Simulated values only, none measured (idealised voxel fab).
The name of this process module is voxel self aligned vias.
Xsec cut, 220 nm wide, square cell size 5 nm.
Format of a cross-section: grid, square cells. Given as bands. Order: top down. Band: one or more rows of cells.
Top, bottom (nm), then materials left to right with widths (nm); lone material tagged "full width" fills the whole band edge to edge; "empty" = empty space.
Heights from 0 (as-received wafer is one material below). Bottom band endless downward, as "0..down".
Think of "30->40" as a width that walks from the first number to the second as you go down the band, top row to bottom row, taking equal-sized steps from row to row.
Step marked "remained unchanged"? Then no cell in the cross-section changed in it.
What "Voids, sealed" gives you is every empty space of 8 cells or more that is cut off from the top. Each appears as width x height at distance, with the distance taken from the left edge and width, height and distance all in nm.
What comes after the settings on a step's line is commentary from the simulator itself on that step.
overlay nm: step with mask; distance mask lay right of planned place; negative value = left of planned place.

Process steps (planned)
1. op RECEIVE | material Si
2. op CONFORMAL_DEP | material SiO2 | thk nm 10
3. op CONFORMAL_DEP | material SiCN | thk nm 5
4. op DIRECTIONAL_DEP | material SiO2 | thk nm 20
5. op MASKED_ETCH | tone open | mask id LINES | width nm 20 | pitch nm 65 | etch materials SiO2 | depth nm 20 | overlay nm 0
6. op CONFORMAL_DEP | material TiN | thk nm 5
7. op FILL_DEP | material Ru | thk nm 5
8. op CMP | height nm 35
9. op SELECTIVE_ETCH | etch materials W Ru TiN | depth nm 5
10. op FILL_DEP | material SiN | thk nm 5
11. op CMP | height nm 35
12. op DIRECTIONAL_DEP | material SiO2 | thk nm 20
13. op DIRECTIONAL_DEP | material aC | thk nm 15
14. op PATTERN | tone open | mask id VIAS | material resist | width nm 40 | pitch nm 130 | thk nm 35 | overlay nm 0
15. op DIRECTIONAL_ETCH | etch materials aC | depth nm 15
16. op STRIP | etch materials resist
17. op DIRECTIONAL_ETCH | etch materials SiO2 | depth nm 20
18. op DIRECTIONAL_ETCH | etch materials SiN | depth nm 5
19. op STRIP | etch materials aC
20. op CONFORMAL_DEP | material TiN | thk nm 5
21. op FILL_DEP | material Ru | thk nm 5
22. op CMP | height nm 55
23. op CONFORMAL_DEP | material SiN | thk nm 5

Incoming wafer, cross-sectional view, post step 1
* 0..down | Si full width
* Voids, sealed: none

Cross-sectional result after module completion. Note: starting condition and plan are unchanged from above; one processing mistake was made
* 60..55 | SiN full width
* 55..40 | 25 SiO2, 5 TiN, 30 Ru, 5 TiN, 90 SiO2, 5 TiN, 30 Ru, 5 TiN, 25 SiO2
* 40..35 | 25 SiO2, 40 TiN, 90 SiO2, 40 TiN, 25 SiO2
* 35..30 | SiCN full width
* 30..0 | SiO2 full width
* 0..down | Si full width
* Voids, sealed: none
The plan and the run diverged here: plan steps 3 and 4 run swapped
